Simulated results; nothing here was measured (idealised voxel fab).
process module | voxel local oxidation
cross-section cut | 205 nm wide | cells 5 nm
A cross-section is a grid of square cells, given in bands from the top down. A band is one or more rows of cells.
Each band's line starts with the height of the band's top and of its bottom, in nm. Then come its materials from left to right, each with its width in nm. One material with "throughout" fills the band from edge to edge. "air" is empty space.
Height 0 is the level under which the wafer as received is all one material. The lowest band goes on downwards, as in "0 down".
A width such as "30 to 40" changes by the same amount from each row of cells to the next, from the band's top row to its bottom row.
"no change" after a step means that no cell of the cross-section changed.
closed voids: empty space of 8 cells or more with no open way to the top, each as width x height at its distance from the left edge, in nm
after a step's settings: what the simulator itself notes on the step
overlay nm, on a step with a mask: how far to the right of its planned place the mask lay; to the left if negative
plan
1 op RECEIVE | material Si
2 op CONFORMAL_DEP | material SiO2 | thk nm 5
3 op CONFORMAL_DEP | material SiN | thk nm 10
4 op DIRECTIONAL_DEP | material aC | thk nm 15
5 op PATTERN | tone cover | mask id ACTIVE | material resist | width nm 95 | thk nm 30 | overlay nm 0
6 op DIRECTIONAL_ETCH | etch materials aC | depth nm 15
7 op STRIP | etch materials resist
8 op DIRECTIONAL_ETCH | etch materials SiN | depth nm 10
9 op STRIP | etch materials aC
10 op SELECTIVE_ETCH | etch materials SiO2 | depth nm 5
11 op OXIDIZE | depth nm 15
12 op STRIP | etch materials SiN
varied across the wafers: width nm of step 5. The plan shows the first wafer's value. All wafers start alike
first wafer as received, after step 1
  0 down: Si throughout
  closed voids: none
each wafer at the end: cells of each material gained (+) or lost (-) since it was received, then its closed voids
width nm 95 | -90 Si | +107 SiO2 | closed voids: none
width nm 100 | -87 Si | +105 SiO2 | closed voids: none
width nm 105 | -84 Si | +103 SiO2 | closed voids: none
width nm 110 | -81 Si | +101 SiO2 | closed voids: none
width nm 115 | -78 Si | +99 SiO2 | closed voids: none
width nm 120 | -75 Si | +97 SiO2 | closed voids: none
